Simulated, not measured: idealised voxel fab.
Module name: voxel fin reveal (process module)
It is cross-section cut that appears here, measuring 260 nm in width, its square cells being 5 nm in size.
Format of a cross-section: grid, square cells. Given as bands. Order: top down. Band: one or more rows of cells. Basically the band line says how high the top is and how high the bottom is, in nm, and then what's in it from left to right, every material with its width in nm. Empty space shows up as "empty", and if a single material carries "throughout" it runs the full band edge to edge. For the purposes of this specification, 0 denotes the height below which the wafer in its as-received condition is composed wholly of one material, and the lowermost band, lacking a lower limit, extends downward without end, as expressed in "0 down". A two-number width, for instance "30 to 40", indicates that the width is equal to the first number in the top row of the band and to the second number in the bottom row, and that it changes by a constant amount per row of cells. Where the words "no alteration" appear for a step, the cross-section shows no cell changed by that step; every cell remained as before. Each empty space that has no open way to the top and spans at least 8 cells appears under "Closed cavity list" as width x height at distance, the distance counted from the left edge, all in nm. Read whatever lies past the settings on a step's line as the simulator's own remark about the step. Among the settings permitted on a step's line is "overlay nm"; applied to a step with a mask, it specifies the extent to which the mask lay to the right of its planned position, whereas a negative figure signifies a position to the left.
Plan:
| 1 | RECEIVE,material Si |
| 2 | CONFORMAL_DEP,material SiN,thk nm 10 |
| 3 | PATTERN,tone cover,mask id FINS,material resist,width nm 15,pitch nm 35,thk nm 20,overlay nm 0 |
| 4 | DIRECTIONAL_ETCH,etch materials SiN,depth nm 10 |
| 5 | DIRECTIONAL_ETCH,etch materials Si,depth nm 30 |
| 6 | STRIP,etch materials resist |
| 7 | OXIDIZE,depth nm 5 |
| 8 | FILL_DEP,material SiO2,thk nm 10 |
| 9 | CMP,height nm 10 |
| 10 | SELECTIVE_ETCH,etch materials SiO2,depth nm 25 |
| 11 | STRIP,etch materials SiN |
Step 1 complete: cross-section of the wafer as received:
0 down  Si throughout
Closed cavity list: none
Module complete - cross-section of the first of two wafers, run according to plan:
0 to -15  empty 75 nm, then Si 5 nm, then empty 30 nm, then Si 5 nm, then empty 30 nm, then Si 5 nm, then empty 30 nm, then Si 5 nm, then empty 75 nm
-15 to -35  SiO2 75 nm, then Si 5 nm, then SiO2 30 nm, then Si 5 nm, then SiO2 30 nm, then Si 5 nm, then SiO2 30 nm, then Si 5 nm, then SiO2 75 nm
-35 down  Si throughout
Closed cavity list: none
Here's the second of our two wafers sectioned at module end. Same start as the first, same plan, but one mistake got made running it:
0 to -15  empty 75 nm, then Si 10 nm, then empty 25 nm, then Si 10 nm, then empty 25 nm, then Si 10 nm, then empty 25 nm, then Si 10 nm, then empty 70 nm
-15 to -35  SiO2 75 nm, then Si 10 nm, then SiO2 25 nm, then Si 10 nm, then SiO2 25 nm, then Si 10 nm, then SiO2 25 nm, then Si 10 nm, then SiO2 70 nm
-35 down  Si throughout
Closed cavity list: none
Finding, execution versus plan: step 3 was processed under conditions differing from the plan, specifically as PATTERN,tone cover,mask id FINS,material resist,width nm 20,pitch nm 35,thk nm 20,overlay nm 0
Final tally in cells, some materials are higher or lower on the second wafer than on the first: +28 Si | -16 SiO2
